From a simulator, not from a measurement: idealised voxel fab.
process module | voxel released beams
cross-section cut | 290 nm wide | cells 5 nm
A cross-section is a grid of square cells, given in bands from the top down. A band is one or more rows of cells.
Each band's line starts with the height of the band's top and of its bottom, in nm. Then come its materials from left to right, each with its width in nm. One material with "throughout" fills the band from edge to edge. "air" is empty space.
Height 0 is the level under which the wafer as received is all one material. The lowest band goes on downwards, as in "0 down".
A width such as "30 to 40" changes by the same amount from each row of cells to the next, from the band's top row to its bottom row.
"no change" after a step means that no cell of the cross-section changed.
closed voids: empty space of 8 cells or more with no open way to the top, each as width x height at its distance from the left edge, in nm
after a step's settings: what the simulator itself notes on the step
overlay nm, on a step with a mask: how far to the right of its planned place the mask lay; to the left if negative
Each pair below shows a cross-section before one step and the cross-section after it, down to the lowest band that changed. The line under each pair gives the step between them, with its settings. The pairs can come from different runs of this module on the same starting wafer, so a pair continues from the pair above only where its "before" says so.
before
  0 down: Si throughout
  closed voids: none
after
  5 to 0: SiN throughout
  below 0: unchanged
  closed voids: none
the step between: op CONFORMAL_DEP | material SiN | thk nm 5
before: the cross-section after the pair above
after
  15 to 5: SiO2 throughout
  below 5: unchanged
  closed voids: none
the step between: op DIRECTIONAL_DEP | material SiO2 | thk nm 10
before: the cross-section after the pair above
after
  15 to 5: SiO2 95 | air 30 | SiO2 165
  below 5: unchanged
  closed voids: none
the step between: op MASKED_ETCH | tone open | mask id ANCHOR | width nm 30 | etch materials SiO2 | depth nm 10 | overlay nm 0
before: the cross-section after the pair above
after
  25 to 15: TiN 105 | air 10 | TiN 175
  15 to 5: SiO2 95 | TiN 30 | SiO2 165
  below 5: unchanged
  closed voids: none
the step between: op CONFORMAL_DEP | material TiN | thk nm 10
before: the cross-section after the pair above
after
  25 to 15: air 90 | TiN 15 | air 10 | TiN 75 | air 100
  below 15: unchanged
  closed voids: none
the step between: op MASKED_ETCH | tone cover | mask id BEAM | width nm 100 | etch materials TiN | depth nm 10 | overlay nm 0
before: the cross-section after the pair above
after
  25 to 15: air 90 | TiN 15 | air 10 | TiN 75 | air 100
  15 to 5: air 95 | TiN 30 | air 165
  below 5: unchanged
  closed voids: none
the step between: op STRIP | etch materials SiO2
before
  5 to 0: SiN throughout
  0 down: Si throughout
  closed voids: none
after
  15 to 5: TiN throughout
  below 5: unchanged
  closed voids: none
the step between: op CONFORMAL_DEP | material TiN | thk nm 10
before: the cross-section after the pair above
after
  15 to 5: air 90 | TiN 100 | air 100
  below 5: unchanged
  closed voids: none
the step between: op MASKED_ETCH | tone cover | mask id BEAM | width nm 100 | etch materials TiN | depth nm 10 | overlay nm 0
before
  0 down: Si throughout
  closed voids: none
after
  10 to 0: SiO2 throughout
  below 0: unchanged
  closed voids: none
the step between: op DIRECTIONAL_DEP | material SiO2 | thk nm 10
before: the cross-section after the pair above
after
  15 to 10: SiN throughout
  below 10: unchanged
  closed voids: none
the step between: op CONFORMAL_DEP | material SiN | thk nm 5
before: the cross-section after the pair above
after
  25 to 15: TiN throughout
  below 15: unchanged
  closed voids: none
the step between: op CONFORMAL_DEP | material TiN | thk nm 10
before: the cross-section after the pair above
after
  25 to 15: air 90 | TiN 100 | air 100
  below 15: unchanged
  closed voids: none
the step between: op MASKED_ETCH | tone cover | mask id BEAM | width nm 100 | etch materials TiN | depth nm 10 | overlay nm 0
before
  5 to 0: SiN throughout
  0 down: Si throughout
  closed voids: none
after
  10 to 5: SiO2 throughout
  below 5: unchanged
  closed voids: none
the step between: op DIRECTIONAL_DEP | material SiO2 | thk nm 5
before: the cross-section after the pair above
after
  10 to 5: SiO2 95 | air 30 | SiO2 165
  below 5: unchanged
  closed voids: none
the step between: op MASKED_ETCH | tone open | mask id ANCHOR | width nm 30 | etch materials SiO2 | depth nm 10 | overlay nm 0
before: the cross-section after the pair above
after
  20 to 15: TiN 105 | air 10 | TiN 175
  15 to 10: TiN throughout
  10 to 5: SiO2 95 | TiN 30 | SiO2 165
  below 5: unchanged
  closed voids: none
the step between: op CONFORMAL_DEP | material TiN | thk nm 10
before: the cross-section after the pair above
after
  20 to 15: air 90 | TiN 15 | air 10 | TiN 75 | air 100
  15 to 10: air 90 | TiN 100 | air 100
  below 10: unchanged
  closed voids: none
the step between: op MASKED_ETCH | tone cover | mask id BEAM | width nm 100 | etch materials TiN | depth nm 10 | overlay nm 0
before: the cross-section after the pair above
after
  20 to 15: air 90 | TiN 15 | air 10 | TiN 75 | air 100
  15 to 5: air 90 to 95 | TiN 100 to 30 | air 100 to 165
  below 5: unchanged
  closed voids: none
the step between: op STRIP | etch materials SiO2
before
  25 to 15: TiN 105 | air 10 | TiN 175
  15 to 5: SiO2 95 | TiN 30 | SiO2 165
  5 to 0: SiN throughout
  0 down: Si throughout
  closed voids: none
after
  25 to 15: air 85 | TiN 20 | air 10 | TiN 80 | air 95
  below 15: unchanged
  closed voids: none
the step between: op MASKED_ETCH | tone cover | mask id BEAM | width nm 110 | etch materials TiN | depth nm 10 | overlay nm 0
before: the cross-section after the pair above
after
  25 to 15: air 85 | TiN 20 | air 10 | TiN 80 | air 95
  15 to 5: air 95 | TiN 30 | air 165
  below 5: unchanged
  closed voids: none
the step between: op STRIP | etch materials SiO2
before
  15 to 5: SiO2 throughout
  5 to 0: SiN throughout
  0 down: Si throughout
  closed voids: none
after
  15 to 5: SiO2 85 | air 30 | SiO2 175
  below 5: unchanged
  closed voids: none
the step between: op MASKED_ETCH | tone open | mask id ANCHOR | width nm 30 | etch materials SiO2 | depth nm 10 | overlay nm -10
before: the cross-section after the pair above
after
  25 to 15: TiN 95 | air 10 | TiN 185
  15 to 5: SiO2 85 | TiN 30 | SiO2 175
  below 5: unchanged
  closed voids: none
the step between: op CONFORMAL_DEP | material TiN | thk nm 10
before: the cross-section after the pair above
after
  25 to 15: air 90 | TiN 5 | air 10 | TiN 85 | air 100
  below 15: unchanged
  closed voids: none
the step between: op MASKED_ETCH | tone cover | mask id BEAM | width nm 100 | etch materials TiN | depth nm 10 | overlay nm 0
before: the cross-section after the pair above
after
  25 to 15: air 90 | TiN 5 | air 10 | TiN 85 | air 100
  15 to 5: air 85 | TiN 30 | air 175
  below 5: unchanged
  closed voids: none
the step between: op STRIP | etch materials SiO2
before
  0 down: Si throughout
  closed voids: none
after
  5 to 0: SiO2 throughout
  below 0: unchanged
  closed voids: none
the step between: op CONFORMAL_DEP | material SiO2 | thk nm 5
before: the cross-section after the pair above
after
  15 to 0: SiO2 throughout
  below 0: unchanged
  closed voids: none
the step between: op DIRECTIONAL_DEP | material SiO2 | thk nm 10
before: the cross-section after the pair above
after
  15 to 5: SiO2 95 | air 30 | SiO2 165
  below 5: unchanged
  closed voids: none
the step between: op MASKED_ETCH | tone open | mask id ANCHOR | width nm 30 | etch materials SiO2 | depth nm 10 | overlay nm 0
before: the cross-section after the pair above
after
  25 to 15: TiN 105 | air 10 | TiN 175
  15 to 5: SiO2 95 | TiN 30 | SiO2 165
  below 5: unchanged
  closed voids: none
the step between: op CONFORMAL_DEP | material TiN | thk nm 10
before: the cross-section after the pair above
after
  25 to 15: air 90 | TiN 15 | air 10 | TiN 75 | air 100
  below 15: unchanged
  closed voids: none
the step between: op MASKED_ETCH | tone cover | mask id BEAM | width nm 100 | etch materials TiN | depth nm 10 | overlay nm 0
before: the cross-section after the pair above
after
  0 down: Si throughout
  closed voids: none
the step between: op STRIP | etch materials SiO2
before
  15 to 5: SiO2 throughout
  5 to 0: SiN throughout
  0 down: Si throughout
  closed voids: none
after
  15 to 5: air 95 | SiO2 30 | air 165
  below 5: unchanged
  closed voids: none
the step between: op MASKED_ETCH | tone cover | mask id ANCHOR | width nm 30 | etch materials SiO2 | depth nm 10 | overlay nm 0
before: the cross-section after the pair above
after
  25 to 15: air 85 | TiN 50 | air 155
  15 to 5: TiN 95 | SiO2 30 | TiN 165
  below 5: unchanged
  closed voids: none
the step between: op CONFORMAL_DEP | material TiN | thk nm 10
before: the cross-section after the pair above
after
  25 to 15: air 90 | TiN 45 | air 155
  15 to 5: air 85 | TiN 10 | SiO2 30 | TiN 65 | air 100
  below 5: unchanged
  closed voids: none
the step between: op MASKED_ETCH | tone cover | mask id BEAM | width nm 100 | etch materials TiN | depth nm 10 | overlay nm 0
